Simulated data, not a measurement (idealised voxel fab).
process module | voxel double patterning
cross-section cut | 215 nm wide | cells 5 nm
A cross-section is a grid of square cells, given in bands from the top down. A band is one or more rows of cells.
Each band's line starts with the height of the band's top and of its bottom, in nm. Then come its materials from left to right, each with its width in nm. One material with "throughout" fills the band from edge to edge. "air" is empty space.
Height 0 is the level under which the wafer as received is all one material. The lowest band goes on downwards, as in "0 down".
A width such as "30 to 40" changes by the same amount from each row of cells to the next, from the band's top row to its bottom row.
"no change" after a step means that no cell of the cross-section changed.
closed voids: empty space of 8 cells or more with no open way to the top, each as width x height at its distance from the left edge, in nm
after a step's settings: what the simulator itself notes on the step
overlay nm, on a step with a mask: how far to the right of its planned place the mask lay; to the left if negative
plan
1 op RECEIVE | material Si
2 op CONFORMAL_DEP | material SiO2 | thk nm 5
3 op DIRECTIONAL_DEP | material TiN | thk nm 20
4 op DIRECTIONAL_DEP | material SiCN | thk nm 5
5 op PATTERN | tone open | mask id FIRST | material resist | width nm 15 | pitch nm 50 | thk nm 15 | overlay nm 0
6 op DIRECTIONAL_ETCH | etch materials SiCN | depth nm 5
7 op STRIP | etch materials resist
8 op PATTERN | tone open | mask id SECOND | material resist | width nm 15 | thk nm 20 | overlay nm 0
9 op DIRECTIONAL_ETCH | etch materials SiCN | depth nm 5
10 op STRIP | etch materials resist
11 op DIRECTIONAL_ETCH | etch materials TiN | depth nm 20
12 op STRIP | etch materials SiCN
as received, after step 1
  0 down: Si throughout
  closed voids: none
a wafer at the end: this start, this plan, one mistake
  25 to 10: TiN 75 | air 15 | TiN 10 | air 15 | TiN 10 | air 15 | TiN 75
  10 to 5: TiN throughout
  5 to 0: SiO2 throughout
  0 down: Si throughout
  closed voids: none
what went wrong: step 11 ran as: op DIRECTIONAL_ETCH | etch materials TiN | depth nm 15
